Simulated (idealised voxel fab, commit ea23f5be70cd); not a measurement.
process module | voxel released beams
cross-section cut | 200 nm wide | cells 5 nm
A cross-section is a grid of square cells, given in bands from the top down. A band is one or more rows of cells.
Each band's line starts with the height of the band's top and of its bottom, in nm. Then come its materials from left to right, each with its width in nm. One material with "throughout" fills the band from edge to edge. "air" is empty space.
Height 0 is the level under which the wafer as received is all one material. The lowest band goes on downwards, as in "0 down".
A width such as "30 to 40" changes by the same amount from each row of cells to the next, from the band's top row to its bottom row.
"no change" after a step means that no cell of the cross-section changed.
closed voids: empty space of 8 cells or more with no open way to the top, each as width x height at its distance from the left edge, in nm
after a step's settings: what the simulator itself notes on the step
overlay nm, on a step with a mask: how far to the right of its planned place the mask lay; to the left if negative
plan
1 op RECEIVE | material Si
2 op CONFORMAL_DEP | material Al2O3 | thk nm 10
3 op DIRECTIONAL_DEP | material SiO2 | thk nm 20
4 op PATTERN | tone open | mask id ANCHOR | material resist | width nm 25 | thk nm 20 | overlay nm 0
5 op DIRECTIONAL_ETCH | etch materials SiO2 | depth nm 20
6 op STRIP | etch materials resist
7 op CONFORMAL_DEP | material W | thk nm 10
8 op MASKED_ETCH | tone cover | mask id BEAM | width nm 90 | etch materials W | depth nm 10 | overlay nm 0
9 op STRIP | etch materials SiO2
as received, after step 1
  0 down: Si throughout
  closed voids: none
first wafer at the end, as planned
  40 to 30: air 50 | W 15 | air 5 | W 70 | air 60
  30 to 20: air 55 | W 10 | air 5 | W 10 | air 120
  20 to 10: air 55 | W 25 | air 120
  10 to 0: Al2O3 throughout
  0 down: Si throughout
  closed voids: none
second wafer at the end: like start, like plan, one mistake
  40 to 30: air 55 | W 10 | air 5 | W 70 | air 60
  30 to 20: air 55 | W 10 | air 5 | W 10 | air 120
  20 to 10: air 55 | W 25 | air 120
  10 to 0: Al2O3 throughout
  0 down: Si throughout
  closed voids: none
what went wrong: step 8 ran as: op MASKED_ETCH | tone cover | mask id BEAM | width nm 85 | etch materials W | depth nm 10 | overlay nm 0
at the end the second wafer has, in cells: 2 fewer of W
